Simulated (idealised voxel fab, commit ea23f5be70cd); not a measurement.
process module | voxel tone inversion
cross-section cut | 150 nm wide | cells 5 nm
A cross-section is a grid of square cells, given in bands from the top down. A band is one or more rows of cells.
Each band's line starts with the height of the band's top and of its bottom, in nm. Then come its materials from left to right, each with its width in nm. One material with "throughout" fills the band from edge to edge. "air" is empty space.
Height 0 is the level under which the wafer as received is all one material. The lowest band goes on downwards, as in "0 down".
A width such as "30 to 40" changes by the same amount from each row of cells to the next, from the band's top row to its bottom row.
"no change" after a step means that no cell of the cross-section changed.
closed voids: empty space of 8 cells or more with no open way to the top, each as width x height at its distance from the left edge, in nm
after a step's settings: what the simulator itself notes on the step
overlay nm, on a step with a mask: how far to the right of its planned place the mask lay; to the left if negative
plan
1 op RECEIVE | material Si
2 op CONFORMAL_DEP | material SiN | thk nm 5
3 op DIRECTIONAL_DEP | material aC | thk nm 15
4 op PATTERN | tone cover | mask id POSTS | material resist | width nm 25 | pitch nm 40 | thk nm 25 | overlay nm 0
5 op DIRECTIONAL_ETCH | etch materials aC | depth nm 15
6 op STRIP | etch materials resist
7 op FILL_DEP | material SiO2 | thk nm 10
8 op CMP | height nm 20
9 op STRIP | etch materials aC
first wafer, as planned
as received, after step 1
  0 down: Si throughout
  closed voids: none
after step 2
  5 to 0: SiN throughout
  below 0: unchanged
after step 3
  20 to 5: aC throughout
  below 5: unchanged
after step 4
  45 to 20: air 40 | resist 25 | air 15 | resist 25 | air 45
  below 20: unchanged
after step 5
  30 to 20: air 40 | resist 25 | air 15 | resist 25 | air 45
  20 to 5: air 40 | aC 25 | air 15 | aC 25 | air 45
  below 5: unchanged
after step 6
  20 to 5: air 40 | aC 25 | air 15 | aC 25 | air 45
  below 5: unchanged
after step 7
  30 to 20: SiO2 throughout
  20 to 5: SiO2 40 | aC 25 | SiO2 15 | aC 25 | SiO2 45
  below 5: unchanged
after step 8
  20 to 5: SiO2 40 | aC 25 | SiO2 15 | aC 25 | SiO2 45
  below 5: unchanged
after step 9
  20 to 5: SiO2 40 | air 25 | SiO2 15 | air 25 | SiO2 45
  below 5: unchanged
second wafer: like start, like plan, one mistake. Through step 1 it matches the first wafer
when step 2 should have ended
  15 to 0: SiN throughout
  below 0: unchanged
when step 3 should have ended
  30 to 15: aC throughout
  below 15: unchanged
when step 4 should have ended
  55 to 30: air 40 | resist 25 | air 15 | resist 25 | air 45
  below 30: unchanged
when step 5 should have ended
  40 to 30: air 40 | resist 25 | air 15 | resist 25 | air 45
  30 to 15: air 40 | aC 25 | air 15 | aC 25 | air 45
  below 15: unchanged
when step 6 should have ended
  30 to 15: air 40 | aC 25 | air 15 | aC 25 | air 45
  below 15: unchanged
when step 7 should have ended
  40 to 30: SiO2 throughout
  30 to 15: SiO2 40 | aC 25 | SiO2 15 | aC 25 | SiO2 45
  below 15: unchanged
when step 8 should have ended
  20 to 15: SiO2 40 | aC 25 | SiO2 15 | aC 25 | SiO2 45
  below 15: unchanged
when step 9 should have ended
  20 to 15: SiO2 40 | air 25 | SiO2 15 | air 25 | SiO2 45
  below 15: unchanged
what went wrong: step 2 ran as: op CONFORMAL_DEP | material SiN | thk nm 15
at the end the second wafer has, in cells: 60 more of SiN | 40 fewer of SiO2
